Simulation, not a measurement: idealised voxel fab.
process module | voxel wiring stack
cross-section cut | 225 nm wide | cells 5 nm
A cross-section is a grid of square cells, given in bands from the top down. A band is one or more rows of cells.
Each band's line starts with the height of the band's top and of its bottom, in nm. Then come its materials from left to right, each with its width in nm. One material with "throughout" fills the band from edge to edge. "air" is empty space.
Height 0 is the level under which the wafer as received is all one material. The lowest band goes on downwards, as in "0 down".
A width such as "30 to 40" changes by the same amount from each row of cells to the next, from the band's top row to its bottom row.
"no change" after a step means that no cell of the cross-section changed.
closed voids: empty space of 8 cells or more with no open way to the top, each as width x height at its distance from the left edge, in nm
after a step's settings: what the simulator itself notes on the step
overlay nm, on a step with a mask: how far to the right of its planned place the mask lay; to the left if negative
plan
1 op RECEIVE | material Si
2 op CONFORMAL_DEP | material SiO2 | thk nm 15
3 op CONFORMAL_DEP | material SiN | thk nm 5
4 op DIRECTIONAL_DEP | material lowk | thk nm 20
5 op MASKED_ETCH | tone open | mask id METAL_1 | width nm 25 | pitch nm 55 | etch materials lowk | depth nm 20 | overlay nm 0
6 op MASKED_ETCH | tone open | mask id METAL_1 | width nm 25 | pitch nm 55 | etch materials SiN | depth nm 5 | overlay nm 0
7 op CONFORMAL_DEP | material TiN | thk nm 5
8 op FILL_DEP | material Cu | thk nm 5
9 op CMP | height nm 40
10 op EPI | material Ru | thk nm 5
11 op FILL_DEP | material SiCN | thk nm 5
12 op DIRECTIONAL_DEP | material SiO2 | thk nm 20
13 op MASKED_ETCH | tone open | mask id PLUG_1 | width nm 15 | etch materials SiO2 | depth nm 20 | overlay nm 0
14 op MASKED_ETCH | tone open | mask id PLUG_1 | width nm 15 | etch materials SiCN | depth nm 5 | overlay nm 0
15 op CONFORMAL_DEP | material TiN | thk nm 5
16 op FILL_DEP | material Cu | thk nm 5
17 op CMP | height nm 70
18 op DIRECTIONAL_DEP | material TiN | thk nm 5
19 op DIRECTIONAL_DEP | material W | thk nm 25
20 op DIRECTIONAL_DEP | material aC | thk nm 10
21 op PATTERN | tone cover | mask id METAL_2 | material resist | width nm 25 | pitch nm 55 | thk nm 30 | overlay nm 0
22 op DIRECTIONAL_ETCH | etch materials aC | depth nm 10
23 op STRIP | etch materials resist
24 op DIRECTIONAL_ETCH | etch materials W | depth nm 25
25 op DIRECTIONAL_ETCH | etch materials TiN | depth nm 5
26 op STRIP | etch materials aC
27 op FILL_DEP | material lowk | thk nm 5
28 op CMP | height nm 100
29 op CONFORMAL_DEP | material SiCN | thk nm 5
30 op DIRECTIONAL_DEP | material lowk | thk nm 30
31 op PATTERN | tone open | mask id METAL_3 | material resist | width nm 25 | pitch nm 55 | thk nm 20 | overlay nm 0
32 op DIRECTIONAL_ETCH | etch materials lowk | depth nm 15
33 op STRIP | etch materials resist
34 op MASKED_ETCH | tone open | mask id METAL_3_HOLES | width nm 15 | etch materials lowk | depth nm 15 | overlay nm 0
35 op MASKED_ETCH | tone open | mask id METAL_3_HOLES | width nm 15 | etch materials SiCN | depth nm 5 | overlay nm 0
36 op CONFORMAL_DEP | material TiN | thk nm 5
37 op FILL_DEP | material Cu | thk nm 5
38 op CMP | height nm 135
39 op CONFORMAL_DEP | material SiCN | thk nm 5
40 op DIRECTIONAL_DEP | material lowk | thk nm 15
41 op MASKED_ETCH | tone open | mask id PLUG_3 | width nm 15 | pitch nm 55 | etch materials lowk | depth nm 15 | overlay nm 0
42 op MASKED_ETCH | tone open | mask id PLUG_3 | width nm 15 | pitch nm 55 | etch materials SiCN | depth nm 5 | overlay nm 0
43 op EPI | material Ru | thk nm 10
44 op EPI | material Ru | thk nm 10
45 op CONFORMAL_DEP | material SiN | thk nm 5
46 op DIRECTIONAL_DEP | material SiO2 | thk nm 15
47 op MASKED_ETCH | tone open | mask id METAL_4 | width nm 25 | pitch nm 55 | etch materials SiO2 | depth nm 15 | overlay nm 0
48 op MASKED_ETCH | tone open | mask id METAL_4 | width nm 25 | pitch nm 55 | etch materials SiN | depth nm 5 | overlay nm 0
49 op CONFORMAL_DEP | material TiN | thk nm 5
50 op FILL_DEP | material Ru | thk nm 5
51 op CMP | height nm 175
52 op CONFORMAL_DEP | material SiN | thk nm 5
first wafer, as planned
as received, after step 1
  0 down: Si throughout
  closed voids: none
after step 2
  15 to 0: SiO2 throughout
  below 0: unchanged
after step 3
  20 to 15: SiN throughout
  below 15: unchanged
after step 4
  40 to 20: lowk throughout
  below 20: unchanged
after step 5
  40 to 20: lowk 70 | air 25 | lowk 30 | air 25 | lowk 75
  below 20: unchanged
after step 6
  40 to 20: lowk 70 | air 25 | lowk 30 | air 25 | lowk 75
  20 to 15: SiN 70 | air 25 | SiN 30 | air 25 | SiN 75
  below 15: unchanged
after step 7
  45 to 40: TiN 75 | air 15 | TiN 40 | air 15 | TiN 80
  40 to 20: lowk 70 | TiN 5 | air 15 | TiN 5 | lowk 30 | TiN 5 | air 15 | TiN 5 | lowk 75
  20 to 15: SiN 70 | TiN 25 | SiN 30 | TiN 25 | SiN 75
  below 15: unchanged
after step 8
  50 to 45: Cu throughout
  45 to 40: TiN 75 | Cu 15 | TiN 40 | Cu 15 | TiN 80
  40 to 20: lowk 70 | TiN 5 | Cu 15 | TiN 5 | lowk 30 | TiN 5 | Cu 15 | TiN 5 | lowk 75
  below 20: unchanged
after step 9
  40 to 20: lowk 70 | TiN 5 | Cu 15 | TiN 5 | lowk 30 | TiN 5 | Cu 15 | TiN 5 | lowk 75
  below 20: unchanged
after step 10
  45 to 40: air 65 | Ru 35 | air 20 | Ru 35 | air 70
  below 40: unchanged
after step 11
  50 to 45: SiCN throughout
  45 to 40: SiCN 65 | Ru 35 | SiCN 20 | Ru 35 | SiCN 70
  below 40: unchanged
after step 12
  70 to 50: SiO2 throughout
  below 50: unchanged
after step 13
  70 to 50: SiO2 70 | air 15 | SiO2 140
  below 50: unchanged
after step 14
  70 to 50: SiO2 70 | air 15 | SiO2 140
  50 to 45: SiCN 70 | air 15 | SiCN 140
  below 45: unchanged
after step 15
  75 to 70: TiN 75 | air 5 | TiN 145
  70 to 50: SiO2 70 | TiN 5 | air 5 | TiN 5 | SiO2 140
  50 to 45: SiCN 70 | TiN 15 | SiCN 140
  below 45: unchanged
after step 16
  80 to 75: Cu throughout
  75 to 70: TiN 75 | Cu 5 | TiN 145
  70 to 50: SiO2 70 | TiN 5 | Cu 5 | TiN 5 | SiO2 140
  below 50: unchanged
after step 17
  70 to 50: SiO2 70 | TiN 5 | Cu 5 | TiN 5 | SiO2 140
  below 50: unchanged
after step 18
  75 to 70: TiN throughout
  below 70: unchanged
after step 19
  100 to 75: W throughout
  below 75: unchanged
after step 20
  110 to 100: aC throughout
  below 100: unchanged
after step 21
  140 to 110: air 70 | resist 25 | air 30 | resist 25 | air 75
  below 110: unchanged
after step 22
  130 to 110: air 70 | resist 25 | air 30 | resist 25 | air 75
  110 to 100: air 70 | aC 25 | air 30 | aC 25 | air 75
  below 100: unchanged
after step 23
  110 to 100: air 70 | aC 25 | air 30 | aC 25 | air 75
  below 100: unchanged
after step 24
  110 to 100: air 70 | aC 25 | air 30 | aC 25 | air 75
  100 to 75: air 70 | W 25 | air 30 | W 25 | air 75
  below 75: unchanged
after step 25
  110 to 100: air 70 | aC 25 | air 30 | aC 25 | air 75
  100 to 75: air 70 | W 25 | air 30 | W 25 | air 75
  75 to 70: air 70 | TiN 25 | air 30 | TiN 25 | air 75
  below 70: unchanged
after step 26
  100 to 75: air 70 | W 25 | air 30 | W 25 | air 75
  below 75: unchanged
after step 27
  105 to 100: lowk throughout
  100 to 75: lowk 70 | W 25 | lowk 30 | W 25 | lowk 75
  75 to 70: lowk 70 | TiN 25 | lowk 30 | TiN 25 | lowk 75
  below 70: unchanged
after step 28
  100 to 75: lowk 70 | W 25 | lowk 30 | W 25 | lowk 75
  below 75: unchanged
after step 29
  105 to 100: SiCN throughout
  below 100: unchanged
after step 30
  135 to 105: lowk throughout
  below 105: unchanged
after step 31
  155 to 135: resist 70 | air 25 | resist 30 | air 25 | resist 75
  below 135: unchanged
after step 32
  155 to 135: resist 70 | air 25 | resist 30 | air 25 | resist 75
  135 to 120: lowk 70 | air 25 | lowk 30 | air 25 | lowk 75
  below 120: unchanged
after step 33
  135 to 120: lowk 70 | air 25 | lowk 30 | air 25 | lowk 75
  below 120: unchanged
after step 34
  135 to 120: lowk 70 | air 25 | lowk 30 | air 25 | lowk 75
  120 to 105: lowk 70 | air 15 | lowk 140
  below 105: unchanged
after step 35
  135 to 120: lowk 70 | air 25 | lowk 30 | air 25 | lowk 75
  120 to 105: lowk 70 | air 15 | lowk 140
  105 to 100: SiCN 70 | air 15 | SiCN 140
  below 100: unchanged
after step 36
  140 to 135: TiN 75 | air 15 | TiN 40 | air 15 | TiN 80
  135 to 125: lowk 70 | TiN 5 | air 15 | TiN 5 | lowk 30 | TiN 5 | air 15 | TiN 5 | lowk 75
  125 to 120: lowk 70 | TiN 5 | air 5 | TiN 15 | lowk 30 | TiN 25 | lowk 75
  120 to 105: lowk 70 | TiN 5 | air 5 | TiN 5 | lowk 140
  105 to 100: SiCN 70 | TiN 15 | SiCN 140
  below 100: unchanged
after step 37
  145 to 140: Cu throughout
  140 to 135: TiN 75 | Cu 15 | TiN 40 | Cu 15 | TiN 80
  135 to 125: lowk 70 | TiN 5 | Cu 15 | TiN 5 | lowk 30 | TiN 5 | Cu 15 | TiN 5 | lowk 75
  125 to 120: lowk 70 | TiN 5 | Cu 5 | TiN 15 | lowk 30 | TiN 25 | lowk 75
  120 to 105: lowk 70 | TiN 5 | Cu 5 | TiN 5 | lowk 140
  below 105: unchanged
after step 38
  135 to 125: lowk 70 | TiN 5 | Cu 15 | TiN 5 | lowk 30 | TiN 5 | Cu 15 | TiN 5 | lowk 75
  below 125: unchanged
after step 39
  140 to 135: SiCN throughout
  below 135: unchanged
after step 40
  155 to 140: lowk throughout
  below 140: unchanged
after step 41
  155 to 140: lowk 70 | air 15 | lowk 40 | air 15 | lowk 85
  below 140: unchanged
after step 42
  155 to 140: lowk 70 | air 15 | lowk 40 | air 15 | lowk 85
  140 to 135: SiCN 70 | air 15 | SiCN 40 | air 15 | SiCN 85
  below 135: unchanged
after step 43
  155 to 145: lowk 70 | air 15 | lowk 40 | air 15 | lowk 85
  145 to 140: lowk 70 | Ru 15 | lowk 40 | Ru 15 | lowk 85
  140 to 135: SiCN 70 | Ru 15 | SiCN 40 | Ru 15 | SiCN 85
  below 135: unchanged
after step 44
  155 to 140: lowk 70 | Ru 15 | lowk 40 | Ru 15 | lowk 85
  below 140: unchanged
after step 45
  160 to 155: SiN throughout
  below 155: unchanged
after step 46
  175 to 160: SiO2 throughout
  below 160: unchanged
after step 47
  175 to 160: SiO2 70 | air 25 | SiO2 30 | air 25 | SiO2 75
  below 160: unchanged
after step 48
  175 to 160: SiO2 70 | air 25 | SiO2 30 | air 25 | SiO2 75
  160 to 155: SiN 70 | air 25 | SiN 30 | air 25 | SiN 75
  below 155: unchanged
after step 49
  180 to 175: TiN 75 | air 15 | TiN 40 | air 15 | TiN 80
  175 to 160: SiO2 70 | TiN 5 | air 15 | TiN 5 | SiO2 30 | TiN 5 | air 15 | TiN 5 | SiO2 75
  160 to 155: SiN 70 | TiN 25 | SiN 30 | TiN 25 | SiN 75
  below 155: unchanged
after step 50
  185 to 180: Ru throughout
  180 to 175: TiN 75 | Ru 15 | TiN 40 | Ru 15 | TiN 80
  175 to 160: SiO2 70 | TiN 5 | Ru 15 | TiN 5 | SiO2 30 | TiN 5 | Ru 15 | TiN 5 | SiO2 75
  below 160: unchanged
after step 51
  175 to 160: SiO2 70 | TiN 5 | Ru 15 | TiN 5 | SiO2 30 | TiN 5 | Ru 15 | TiN 5 | SiO2 75
  below 160: unchanged
after step 52
  180 to 175: SiN throughout
  below 175: unchanged
second wafer: like start, like plan, one mistake. Through step 2 it matches the first wafer
when step 3 should have ended: no change
when step 4 should have ended
  35 to 15: lowk throughout
  below 15: unchanged
when step 5 should have ended
  35 to 15: lowk 70 | air 25 | lowk 30 | air 25 | lowk 75
  below 15: unchanged
when step 6 should have ended: no change
when step 7 should have ended
  40 to 35: TiN 75 | air 15 | TiN 40 | air 15 | TiN 80
  35 to 20: lowk 70 | TiN 5 | air 15 | TiN 5 | lowk 30 | TiN 5 | air 15 | TiN 5 | lowk 75
  20 to 15: lowk 70 | TiN 25 | lowk 30 | TiN 25 | lowk 75
  below 15: unchanged
when step 8 should have ended
  45 to 40: Cu throughout
  40 to 35: TiN 75 | Cu 15 | TiN 40 | Cu 15 | TiN 80
  35 to 20: lowk 70 | TiN 5 | Cu 15 | TiN 5 | lowk 30 | TiN 5 | Cu 15 | TiN 5 | lowk 75
  below 20: unchanged
when step 9 should have ended
  40 to 35: TiN 75 | Cu 15 | TiN 40 | Cu 15 | TiN 80
  below 35: unchanged
when step 10 should have ended
  45 to 40: Ru throughout
  below 40: unchanged
when step 11 should have ended
  50 to 45: SiCN throughout
  below 45: unchanged
when step 12 should have ended
  70 to 50: SiO2 throughout
  below 50: unchanged
when step 13 should have ended
  70 to 50: SiO2 70 | air 15 | SiO2 140
  below 50: unchanged
when step 14 should have ended
  70 to 50: SiO2 70 | air 15 | SiO2 140
  50 to 45: SiCN 70 | air 15 | SiCN 140
  below 45: unchanged
when step 15 should have ended
  75 to 70: TiN 75 | air 5 | TiN 145
  70 to 50: SiO2 70 | TiN 5 | air 5 | TiN 5 | SiO2 140
  50 to 45: SiCN 70 | TiN 15 | SiCN 140
  below 45: unchanged
when step 16 should have ended
  80 to 75: Cu throughout
  75 to 70: TiN 75 | Cu 5 | TiN 145
  70 to 50: SiO2 70 | TiN 5 | Cu 5 | TiN 5 | SiO2 140
  below 50: unchanged
when step 17 should have ended
  70 to 50: SiO2 70 | TiN 5 | Cu 5 | TiN 5 | SiO2 140
  below 50: unchanged
when step 18 should have ended
  75 to 70: TiN throughout
  below 70: unchanged
when step 19 should have ended
  100 to 75: W throughout
  below 75: unchanged
when step 20 should have ended
  110 to 100: aC throughout
  below 100: unchanged
when step 21 should have ended
  140 to 110: air 70 | resist 25 | air 30 | resist 25 | air 75
  below 110: unchanged
when step 22 should have ended
  130 to 110: air 70 | resist 25 | air 30 | resist 25 | air 75
  110 to 100: air 70 | aC 25 | air 30 | aC 25 | air 75
  below 100: unchanged
when step 23 should have ended
  110 to 100: air 70 | aC 25 | air 30 | aC 25 | air 75
  below 100: unchanged
when step 24 should have ended
  110 to 100: air 70 | aC 25 | air 30 | aC 25 | air 75
  100 to 75: air 70 | W 25 | air 30 | W 25 | air 75
  below 75: unchanged
when step 25 should have ended
  110 to 100: air 70 | aC 25 | air 30 | aC 25 | air 75
  100 to 75: air 70 | W 25 | air 30 | W 25 | air 75
  75 to 70: air 70 | TiN 25 | air 30 | TiN 25 | air 75
  below 70: unchanged
when step 26 should have ended
  100 to 75: air 70 | W 25 | air 30 | W 25 | air 75
  below 75: unchanged
when step 27 should have ended
  105 to 100: lowk throughout
  100 to 75: lowk 70 | W 25 | lowk 30 | W 25 | lowk 75
  75 to 70: lowk 70 | TiN 25 | lowk 30 | TiN 25 | lowk 75
  below 70: unchanged
when step 28 should have ended
  100 to 75: lowk 70 | W 25 | lowk 30 | W 25 | lowk 75
  below 75: unchanged
when step 29 should have ended
  105 to 100: SiCN throughout
  below 100: unchanged
when step 30 should have ended
  135 to 105: lowk throughout
  below 105: unchanged
when step 31 should have ended
  155 to 135: resist 70 | air 25 | resist 30 | air 25 | resist 75
  below 135: unchanged
when step 32 should have ended
  155 to 135: resist 70 | air 25 | resist 30 | air 25 | resist 75
  135 to 120: lowk 70 | air 25 | lowk 30 | air 25 | lowk 75
  below 120: unchanged
when step 33 should have ended
  135 to 120: lowk 70 | air 25 | lowk 30 | air 25 | lowk 75
  below 120: unchanged
when step 34 should have ended
  135 to 120: lowk 70 | air 25 | lowk 30 | air 25 | lowk 75
  120 to 105: lowk 70 | air 15 | lowk 140
  below 105: unchanged
when step 35 should have ended
  135 to 120: lowk 70 | air 25 | lowk 30 | air 25 | lowk 75
  120 to 105: lowk 70 | air 15 | lowk 140
  105 to 100: SiCN 70 | air 15 | SiCN 140
  below 100: unchanged
when step 36 should have ended
  140 to 135: TiN 75 | air 15 | TiN 40 | air 15 | TiN 80
  135 to 125: lowk 70 | TiN 5 | air 15 | TiN 5 | lowk 30 | TiN 5 | air 15 | TiN 5 | lowk 75
  125 to 120: lowk 70 | TiN 5 | air 5 | TiN 15 | lowk 30 | TiN 25 | lowk 75
  120 to 105: lowk 70 | TiN 5 | air 5 | TiN 5 | lowk 140
  105 to 100: SiCN 70 | TiN 15 | SiCN 140
  below 100: unchanged
when step 37 should have ended
  145 to 140: Cu throughout
  140 to 135: TiN 75 | Cu 15 | TiN 40 | Cu 15 | TiN 80
  135 to 125: lowk 70 | TiN 5 | Cu 15 | TiN 5 | lowk 30 | TiN 5 | Cu 15 | TiN 5 | lowk 75
  125 to 120: lowk 70 | TiN 5 | Cu 5 | TiN 15 | lowk 30 | TiN 25 | lowk 75
  120 to 105: lowk 70 | TiN 5 | Cu 5 | TiN 5 | lowk 140
  below 105: unchanged
when step 38 should have ended
  135 to 125: lowk 70 | TiN 5 | Cu 15 | TiN 5 | lowk 30 | TiN 5 | Cu 15 | TiN 5 | lowk 75
  below 125: unchanged
when step 39 should have ended
  140 to 135: SiCN throughout
  below 135: unchanged
when step 40 should have ended
  155 to 140: lowk throughout
  below 140: unchanged
when step 41 should have ended
  155 to 140: lowk 70 | air 15 | lowk 40 | air 15 | lowk 85
  below 140: unchanged
when step 42 should have ended
  155 to 140: lowk 70 | air 15 | lowk 40 | air 15 | lowk 85
  140 to 135: SiCN 70 | air 15 | SiCN 40 | air 15 | SiCN 85
  below 135: unchanged
when step 43 should have ended
  155 to 145: lowk 70 | air 15 | lowk 40 | air 15 | lowk 85
  145 to 140: lowk 70 | Ru 15 | lowk 40 | Ru 15 | lowk 85
  140 to 135: SiCN 70 | Ru 15 | SiCN 40 | Ru 15 | SiCN 85
  below 135: unchanged
when step 44 should have ended
  155 to 140: lowk 70 | Ru 15 | lowk 40 | Ru 15 | lowk 85
  below 140: unchanged
when step 45 should have ended
  160 to 155: SiN throughout
  below 155: unchanged
when step 46 should have ended
  175 to 160: SiO2 throughout
  below 160: unchanged
when step 47 should have ended
  175 to 160: SiO2 70 | air 25 | SiO2 30 | air 25 | SiO2 75
  below 160: unchanged
when step 48 should have ended
  175 to 160: SiO2 70 | air 25 | SiO2 30 | air 25 | SiO2 75
  160 to 155: SiN 70 | air 25 | SiN 30 | air 25 | SiN 75
  below 155: unchanged
when step 49 should have ended
  180 to 175: TiN 75 | air 15 | TiN 40 | air 15 | TiN 80
  175 to 160: SiO2 70 | TiN 5 | air 15 | TiN 5 | SiO2 30 | TiN 5 | air 15 | TiN 5 | SiO2 75
  160 to 155: SiN 70 | TiN 25 | SiN 30 | TiN 25 | SiN 75
  below 155: unchanged
when step 50 should have ended
  185 to 180: Ru throughout
  180 to 175: TiN 75 | Ru 15 | TiN 40 | Ru 15 | TiN 80
  175 to 160: SiO2 70 | TiN 5 | Ru 15 | TiN 5 | SiO2 30 | TiN 5 | Ru 15 | TiN 5 | SiO2 75
  below 160: unchanged
when step 51 should have ended
  175 to 160: SiO2 70 | TiN 5 | Ru 15 | TiN 5 | SiO2 30 | TiN 5 | Ru 15 | TiN 5 | SiO2 75
  below 160: unchanged
when step 52 should have ended
  180 to 175: SiN throughout
  below 175: unchanged
what went wrong: step 3 was left out
at the end the second wafer has, in cells: 31 more of Ru | 31 fewer of SiCN | 35 fewer of SiN | 35 more of TiN
